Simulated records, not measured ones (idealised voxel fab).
process module | voxel transistor to metal
The cross-section shown here is cut; it is 280 nm wide and divided into square cells measuring 5 nm on a side.
Notation: cross-section as square-cell grid; stated in bands, top first, going down; one or more cell rows per band. Look at the band entry: it leads with the top's height and the bottom's height in nm. Then it lists the materials left to right, with a width in nm for each. The word "full width" on a single material says that material fills the band edge to edge. The word "blank" is empty space. Heights are expressed relative to 0, this being the level below which the as-received wafer comprises one material exclusively. The lowest band is unbounded in the downward direction and is denoted as in "top 0, no bottom". When a width is written as two numbers, as in "30->40", the first number is the width in the top row of cells of the band and the second is the width in its bottom row, and the width changes by the same amount from each row to the next. A step reported as "left unchanged" is a step in which no cell of the cross-section changed. "Completely enclosed voids" - sealed voids, min. 8 cells, no opening to top; format: width x height at distance (distance from left edge; nm throughout). Heads up: the bit after the settings on a step's line is the simulator's remark on that step. Regarding "overlay nm": on a step with a mask, it is the distance the mask lay to the right of its planned place; a negative value places it to the left.
## Intended process steps
1 RECEIVE,material Si
2 OXIDIZE,depth nm 5
3 CONFORMAL_DEP,material SiN,thk nm 10
4 MASKED_ETCH,tone cover,mask id ACTIVE,width nm 110,pitch nm 130,etch materials SiN,depth nm 10,overlay nm 0
5 MASKED_ETCH,tone cover,mask id ACTIVE,width nm 110,pitch nm 130,etch materials SiO2,depth nm 5,overlay nm 0
6 MASKED_ETCH,tone cover,mask id ACTIVE,width nm 110,pitch nm 130,etch materials Si,depth nm 35,overlay nm 0
7 FILL_DEP,material SiO2,thk nm 5
8 CMP,height nm 10
9 SELECTIVE_ETCH,etch materials SiO2,depth nm 5
10 STRIP,etch materials SiN
11 SELECTIVE_ETCH,etch materials SiO2,depth nm 5
12 OXIDIZE,depth nm 5
13 DIRECTIONAL_DEP,material polySi,thk nm 20
14 DIRECTIONAL_DEP,material SiCN,thk nm 15
15 DIRECTIONAL_DEP,material aC,thk nm 10
16 PATTERN,tone cover,mask id GATE,material resist,width nm 20,pitch nm 130,thk nm 30,overlay nm 0
17 DIRECTIONAL_ETCH,etch materials aC,depth nm 10
18 STRIP,etch materials resist
19 DIRECTIONAL_ETCH,etch materials SiCN,depth nm 25
20 DIRECTIONAL_ETCH,etch materials polySi,depth nm 30
21 STRIP,etch materials aC
22 CONFORMAL_DEP,material SiO2,thk nm 5
23 DIRECTIONAL_ETCH,etch materials SiO2,depth nm 5
24 CONFORMAL_DEP,material SiN,thk nm 5
25 DIRECTIONAL_ETCH,etch materials SiN,depth nm 5
26 DIRECTIONAL_ETCH,etch materials SiO2,depth nm 5
27 DIRECTIONAL_ETCH,etch materials Si,depth nm 15
28 EPI,material SiGe,thk nm 15
29 FILL_DEP,material SiO2,thk nm 10
30 CMP,height nm 30
31 DIRECTIONAL_DEP,material SiO2,thk nm 15
32 MASKED_ETCH,tone open,mask id CONTACT,width nm 15,etch materials SiO2,depth nm 40,overlay nm 0
33 CONFORMAL_DEP,material TiN,thk nm 5
34 FILL_DEP,material Ru,thk nm 5
35 CMP,height nm 45
36 CONFORMAL_DEP,material SiN,thk nm 5
37 DIRECTIONAL_DEP,material lowk,thk nm 15
38 PATTERN,tone open,mask id METAL_1,material resist,width nm 15,thk nm 15,overlay nm 0
39 DIRECTIONAL_ETCH,etch materials lowk,depth nm 15
40 DIRECTIONAL_ETCH,etch materials SiN,depth nm 5
41 STRIP,etch materials resist
42 CONFORMAL_DEP,material TiN,thk nm 5
43 FILL_DEP,material W,thk nm 5
44 CMP,height nm 65
45 EPI,material Ru,thk nm 5
46 FILL_DEP,material SiCN,thk nm 5
## Step 1 complete: cross-section of the wafer as received
  top 0, no bottom | Si full width
  Completely enclosed voids: none
## Sectioned view, first of two wafers, at the close of the module, processed as intended in the plan
  top 75, bottom 70 | SiCN full width
  top 70, bottom 65 | SiCN: 25, then Ru: 25, then SiCN: 50, then Ru: 25, then SiCN: 30, then Ru: 25, then SiCN: 50, then Ru: 25, then SiCN: 25
  top 65, bottom 50 | lowk: 30, then TiN: 5, then W: 5, then TiN: 5, then lowk: 60, then TiN: 5, then W: 5, then TiN: 5, then lowk: 40, then TiN: 5, then W: 5, then TiN: 5, then lowk: 60, then TiN: 5, then W: 5, then TiN: 5, then lowk: 30
  top 50, bottom 45 | SiN: 30, then TiN: 15, then SiN: 60, then TiN: 15, then SiN: 40, then TiN: 15, then SiN: 60, then TiN: 15, then SiN: 30
  top 45, bottom 30 | SiO2: 30, then TiN: 5, then Ru: 5, then TiN: 5, then SiO2: 60, then TiN: 5, then Ru: 5, then TiN: 5, then SiO2: 40, then TiN: 5, then Ru: 5, then TiN: 5, then SiO2: 60, then TiN: 5, then Ru: 5, then TiN: 5, then SiO2: 30
  top 30, bottom 15 | SiO2: 30, then TiN: 5, then Ru: 5, then TiN: 5, then SiO2: 10, then SiN: 5, then SiO2: 5, then SiCN: 20, then SiO2: 5, then SiN: 5, then SiO2: 10, then TiN: 5, then Ru: 5, then TiN: 5, then SiO2: 40, then TiN: 5, then Ru: 5, then TiN: 5, then SiO2: 10, then SiN: 5, then SiO2: 5, then SiCN: 20, then SiO2: 5, then SiN: 5, then SiO2: 10, then TiN: 5, then Ru: 5, then TiN: 5, then SiO2: 30
  top 15, bottom 10 | SiO2: 30, then TiN: 5, then Ru: 5, then TiN: 5, then SiO2: 10, then SiN: 5, then SiO2: 5, then polySi: 20, then SiO2: 5, then SiN: 5, then SiO2: 10, then TiN: 5, then Ru: 5, then TiN: 5, then SiO2: 40, then TiN: 5, then Ru: 5, then TiN: 5, then SiO2: 10, then SiN: 5, then SiO2: 5, then polySi: 20, then SiO2: 5, then SiN: 5, then SiO2: 10, then TiN: 5, then Ru: 5, then TiN: 5, then SiO2: 30
  top 10, bottom 5 | SiO2: 30, then TiN: 15, then SiO2: 10, then SiN: 5, then SiO2: 5, then polySi: 20, then SiO2: 5, then SiN: 5, then SiO2: 10, then TiN: 15, then SiO2: 40, then TiN: 15, then SiO2: 10, then SiN: 5, then SiO2: 5, then polySi: 20, then SiO2: 5, then SiN: 5, then SiO2: 10, then TiN: 15, then SiO2: 30
  top 5, bottom 0 | SiO2: 20, then SiGe: 35, then SiN: 5, then SiO2: 5, then polySi: 20, then SiO2: 5, then SiN: 5, then SiGe: 35, then SiO2: 20, then SiGe: 35, then SiN: 5, then SiO2: 5, then polySi: 20, then SiO2: 5, then SiN: 5, then SiGe: 35, then SiO2: 20
  top 0, bottom -5 | SiO2: 20, then SiN: 5, then SiGe: 30, then SiN: 5, then SiO2: 5, then polySi: 20, then SiO2: 5, then SiN: 5, then SiGe: 30, then SiN: 5, then SiO2: 20, then SiN: 5, then SiGe: 30, then SiN: 5, then SiO2: 5, then polySi: 20, then SiO2: 5, then SiN: 5, then SiGe: 30, then SiN: 5, then SiO2: 20
  top -5, bottom -10 | SiO2: 25, then SiGe: 30, then SiO2: 40, then SiGe: 30, then SiO2: 30, then SiGe: 30, then SiO2: 40, then SiGe: 30, then SiO2: 25
  top -10, bottom -25 | SiO2: 20, then Si: 5, then SiGe: 30, then Si: 40, then SiGe: 30, then Si: 5, then SiO2: 20, then Si: 5, then SiGe: 30, then Si: 40, then SiGe: 30, then Si: 5, then SiO2: 20
  top -25, bottom -40 | SiO2: 20, then Si: 110, then SiO2: 20, then Si: 110, then SiO2: 20
  top -40, no bottom | Si full width
  Completely enclosed voids: none
## Cross-section at end of module for the second wafer of two, which matched the first in starting point and plan and differed by one mistake in its processing
  top 75, bottom 70 | SiCN full width
  top 70, bottom 65 | SiCN: 25, then Ru: 30, then SiCN: 45, then Ru: 30, then SiCN: 25, then Ru: 30, then SiCN: 45, then Ru: 30, then SiCN: 20
  top 65, bottom 50 | lowk: 30, then TiN: 5, then W: 10, then TiN: 5, then lowk: 55, then TiN: 5, then W: 10, then TiN: 5, then lowk: 35, then TiN: 5, then W: 10, then TiN: 5, then lowk: 55, then TiN: 5, then W: 10, then TiN: 5, then lowk: 25
  top 50, bottom 45 | SiN: 30, then TiN: 20, then SiN: 55, then TiN: 20, then SiN: 35, then TiN: 20, then SiN: 55, then TiN: 20, then SiN: 25
  top 45, bottom 30 | SiO2: 30, then TiN: 5, then Ru: 5, then TiN: 5, then SiO2: 60, then TiN: 5, then Ru: 5, then TiN: 5, then SiO2: 40, then TiN: 5, then Ru: 5, then TiN: 5, then SiO2: 60, then TiN: 5, then Ru: 5, then TiN: 5, then SiO2: 30
  top 30, bottom 15 | SiO2: 30, then TiN: 5, then Ru: 5, then TiN: 5, then SiO2: 10, then SiN: 5, then SiO2: 5, then SiCN: 20, then SiO2: 5, then SiN: 5, then SiO2: 10, then TiN: 5, then Ru: 5, then TiN: 5, then SiO2: 40, then TiN: 5, then Ru: 5, then TiN: 5, then SiO2: 10, then SiN: 5, then SiO2: 5, then SiCN: 20, then SiO2: 5, then SiN: 5, then SiO2: 10, then TiN: 5, then Ru: 5, then TiN: 5, then SiO2: 30
  top 15, bottom 10 | SiO2: 30, then TiN: 5, then Ru: 5, then TiN: 5, then SiO2: 10, then SiN: 5, then SiO2: 5, then polySi: 20, then SiO2: 5, then SiN: 5, then SiO2: 10, then TiN: 5, then Ru: 5, then TiN: 5, then SiO2: 40, then TiN: 5, then Ru: 5, then TiN: 5, then SiO2: 10, then SiN: 5, then SiO2: 5, then polySi: 20, then SiO2: 5, then SiN: 5, then SiO2: 10, then TiN: 5, then Ru: 5, then TiN: 5, then SiO2: 30
  top 10, bottom 5 | SiO2: 30, then TiN: 15, then SiO2: 10, then SiN: 5, then SiO2: 5, then polySi: 20, then SiO2: 5, then SiN: 5, then SiO2: 10, then TiN: 15, then SiO2: 40, then TiN: 15, then SiO2: 10, then SiN: 5, then SiO2: 5, then polySi: 20, then SiO2: 5, then SiN: 5, then SiO2: 10, then TiN: 15, then SiO2: 30
  top 5, bottom 0 | SiO2: 20, then SiGe: 35, then SiN: 5, then SiO2: 5, then polySi: 20, then SiO2: 5, then SiN: 5, then SiGe: 35, then SiO2: 20, then SiGe: 35, then SiN: 5, then SiO2: 5, then polySi: 20, then SiO2: 5, then SiN: 5, then SiGe: 35, then SiO2: 20
  top 0, bottom -5 | SiO2: 20, then SiN: 5, then SiGe: 30, then SiN: 5, then SiO2: 5, then polySi: 20, then SiO2: 5, then SiN: 5, then SiGe: 30, then SiN: 5, then SiO2: 20, then SiN: 5, then SiGe: 30, then SiN: 5, then SiO2: 5, then polySi: 20, then SiO2: 5, then SiN: 5, then SiGe: 30, then SiN: 5, then SiO2: 20
  top -5, bottom -10 | SiO2: 25, then SiGe: 30, then SiO2: 40, then SiGe: 30, then SiO2: 30, then SiGe: 30, then SiO2: 40, then SiGe: 30, then SiO2: 25
  top -10, bottom -25 | SiO2: 20, then Si: 5, then SiGe: 30, then Si: 40, then SiGe: 30, then Si: 5, then SiO2: 20, then Si: 5, then SiGe: 30, then Si: 40, then SiGe: 30, then Si: 5, then SiO2: 20
  top -25, bottom -40 | SiO2: 20, then Si: 110, then SiO2: 20, then Si: 110, then SiO2: 20
  top -40, no bottom | Si full width
  Completely enclosed voids: none
Want to know what went wrong? so step 38 ended up running with a different setting than we planned, it ran as PATTERN,tone open,mask id METAL_1,material resist,width nm 20,thk nm 15,overlay nm 0
In the final state, the cell counts of the second wafer exceed or fall short of those of the first for the following materials: Ru +4 | SiCN -4 | SiN -4 | TiN +4 | W +12 | lowk -12
